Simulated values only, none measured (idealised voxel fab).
This section sets out a process module, namely voxel fin reveal.
It is cross-section cut that appears here, measuring 270 nm in width, its square cells being 5 nm in size.
How to read a cross-section here: the picture is a grid of square cells, written as bands going from the top down, and any band can span one or more rows of cells. The entry gives the band's vertical extent as a top height and a bottom height in nm, then its horizontal make-up as materials from left to right, each with a width in nm. "air" stands for empty space; a single material marked "full width" fills the band edge to edge. The reference from which all heights are counted is 0, the level beneath which the as-received wafer is entirely one material; the lowest band, having no lower bound, proceeds downward and is written after the example "top 0, no bottom". You'd read "30 to 40" like this: the band's top row of cells is as wide as the first number, its bottom row is as wide as the second, and going down, every row changes width by the same amount as the row before did. A step reported as "no modification" is a step in which no cell of the cross-section changed. What "Catalogued sealed voids" gives you is every empty space of 8 cells or more that is cut off from the top. Each appears as width x height at distance, with the distance taken from the left edge and width, height and distance all in nm. Heads up: the bit after the settings on a step's line is the simulator's remark on that step. The setting "overlay nm" may be written on the line of a step. When the step uses a mask, the value reports how far to the right of the planned place the mask lay, and a negative value reports that it lay to the left.

**Process steps (planned)**
1) RECEIVE | material Si
2) CONFORMAL_DEP | material SiN | thk nm 10
3) DIRECTIONAL_DEP | material aC | thk nm 15
4) PATTERN | tone cover | mask id FINS | material resist | width nm 15 | pitch nm 35 | thk nm 35 | overlay nm 0
5) DIRECTIONAL_ETCH | etch materials aC | depth nm 15
6) STRIP | etch materials resist
7) DIRECTIONAL_ETCH | etch materials SiN | depth nm 10
8) DIRECTIONAL_ETCH | etch materials Si | depth nm 40
9) STRIP | etch materials aC
10) FILL_DEP | material SiO2 | thk nm 10
11) CMP | height nm 10
12) SELECTIVE_ETCH | etch materials SiO2 | depth nm 20
13) STRIP | etch materials SiN

**Wafer at receipt (post step 1), cross-section**
> top 0, no bottom: Si full width
> Catalogued sealed voids: none

**As-planned run: cross-section of the first of two wafers at end of module**
> top 0, bottom -10: 110 of air, 15 of Si, 20 of air, 15 of Si, 110 of air
> top -10, bottom -40: 110 of SiO2, 15 of Si, 20 of SiO2, 15 of Si, 110 of SiO2
> top -40, no bottom: Si full width
> Catalogued sealed voids: none

**Wafer two, end of module, cross-section. Same start, same plan as wafer one. One mistake in the run**
> top 0, bottom -30: 110 of air, 15 of Si, 20 of air, 15 of Si, 110 of air
> top -30, bottom -40: 110 of SiO2, 15 of Si, 20 of SiO2, 15 of Si, 110 of SiO2
> top -40, no bottom: Si full width
> Catalogued sealed voids: none
Heads up, the wafer didn't run the way we planned it: plan step 12 ran twice
Final difference in cells, second wafer against first, listed per material as more or fewer: SiO2: 192 fewer
